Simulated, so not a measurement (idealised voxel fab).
The following process module bears the name voxel capacitor over wiring.
Square cell edge 5 nm, section width 150 nm, ID cut.
Heads up, the way a cross-section reads in here is a grid of square cells, handed over as bands from the top down, with every band being one or more rows of cells. Within each band entry, the heights of the top and of the bottom of the band appear first, in that order and in nm; the materials of the band then follow from left to right, each with its corresponding width in nm. The designation "all across" on a single material indicates that it fills the band from edge to edge; the designation "air" indicates empty space. Measure heights from 0. That's the level where, below it, the as-received wafer is all one material. The lowest band is bottomless and extends downward; write it as in "0 down". A two-number width, for instance "30 to 40", indicates that the width is equal to the first number in the top row of the band and to the second number in the bottom row, and that it changes by a constant amount per row of cells. A step reported as "no alteration" is a step in which no cell of the cross-section changed. "Sealed-off cavities": empty spaces of 8 cells or more with no open way to the top, each given as width x height at distance, distance from the left edge, all in nm. What comes after the settings on a step's line is commentary from the simulator itself on that step. overlay nm: on a step with a mask, how far right of its planned place the mask lay; negative means left.
### Steps planned for the process
- 1: RECEIVE: material Si
- 2: CONFORMAL_DEP: material SiO2, thk nm 15
- 3: CONFORMAL_DEP: material SiCN, thk nm 5
- 4: DIRECTIONAL_DEP: material lowk, thk nm 20
- 5: DIRECTIONAL_DEP: material aC, thk nm 15
- 6: PATTERN: tone open, mask id METAL_1, material resist, width nm 20, pitch nm 90, thk nm 35, overlay nm 0
- 7: DIRECTIONAL_ETCH: etch materials aC, depth nm 15
- 8: STRIP: etch materials resist
- 9: DIRECTIONAL_ETCH: etch materials lowk, depth nm 20
- 10: DIRECTIONAL_ETCH: etch materials SiCN, depth nm 5
- 11: STRIP: etch materials aC
- 12: CONFORMAL_DEP: material TiN, thk nm 5
- 13: FILL_DEP: material Cu, thk nm 10
- 14: CMP: height nm 40
- 15: CONFORMAL_DEP: material SiCN, thk nm 5
- 16: DIRECTIONAL_DEP: material SiO2, thk nm 10
- 17: DIRECTIONAL_DEP: material aC, thk nm 10
- 18: PATTERN: tone open, mask id PLUG_1, material resist, width nm 15, thk nm 25, overlay nm 0
- 19: DIRECTIONAL_ETCH: etch materials aC, depth nm 10
- 20: STRIP: etch materials resist
- 21: DIRECTIONAL_ETCH: etch materials SiO2, depth nm 10
- 22: DIRECTIONAL_ETCH: etch materials SiCN, depth nm 5
- 23: STRIP: etch materials aC
- 24: EPI: material Ru, thk nm 10
- 25: EPI: material Ru, thk nm 5
- 26: DIRECTIONAL_DEP: material TiN, thk nm 10
- 27: DIRECTIONAL_DEP: material SiN, thk nm 5
- 28: DIRECTIONAL_DEP: material TiN, thk nm 10
- 29: MASKED_ETCH: tone cover, mask id UPPER_PLATE, width nm 75, etch materials TiN, depth nm 10, overlay nm 0
- 30: MASKED_ETCH: tone cover, mask id UPPER_PLATE, width nm 75, etch materials SiN, depth nm 5, overlay nm 0
- 31: MASKED_ETCH: tone cover, mask id LOWER_PLATE, width nm 85, etch materials TiN, depth nm 10, overlay nm 0
- 32: FILL_DEP: material SiO2, thk nm 15
- 33: CMP: height nm 90
- 34: MASKED_ETCH: tone open, mask id PLUG_2, width nm 15, etch materials SiO2, depth nm 10, overlay nm 0
- 35: CONFORMAL_DEP: material TiN, thk nm 5
- 36: FILL_DEP: material Cu, thk nm 10
- 37: CMP: height nm 90
- 38: CONFORMAL_DEP: material SiCN, thk nm 5
### Wafer cross-section on receipt, i.e. after step 1
	0 down: Si all across
	Sealed-off cavities: none
### Wafer cross-section at end of module: start and plan as shown above, one execution error
	95 to 90: SiCN all across
	90 to 85: 35 SiO2 | 5 TiN | 5 Cu | 5 TiN | 100 SiO2
	85 to 80: 35 SiO2 | 15 TiN | 100 SiO2
	80 to 70: 25 SiO2 | 75 TiN | 50 SiO2
	70 to 65: 25 SiO2 | 75 SiN | 50 SiO2
	65 to 55: 20 SiO2 | 85 TiN | 45 SiO2
	55 to 45: 25 SiO2 | 15 Ru | 110 SiO2
	45 to 40: 25 SiCN | 15 Ru | 110 SiCN
	40 to 35: Cu all across
	35 to 30: 25 TiN | 10 Cu | 80 TiN | 10 Cu | 25 TiN
	30 to 20: 20 lowk | 5 TiN | 10 Cu | 5 TiN | 70 lowk | 5 TiN | 10 Cu | 5 TiN | 20 lowk
	20 to 15: 20 SiCN | 20 TiN | 70 SiCN | 20 TiN | 20 SiCN
	15 to 0: SiO2 all across
	0 down: Si all across
	Sealed-off cavities: none
Finding, execution versus plan: step 4 did not use the planned setting and instead ran as DIRECTIONAL_DEP: material lowk, thk nm 10
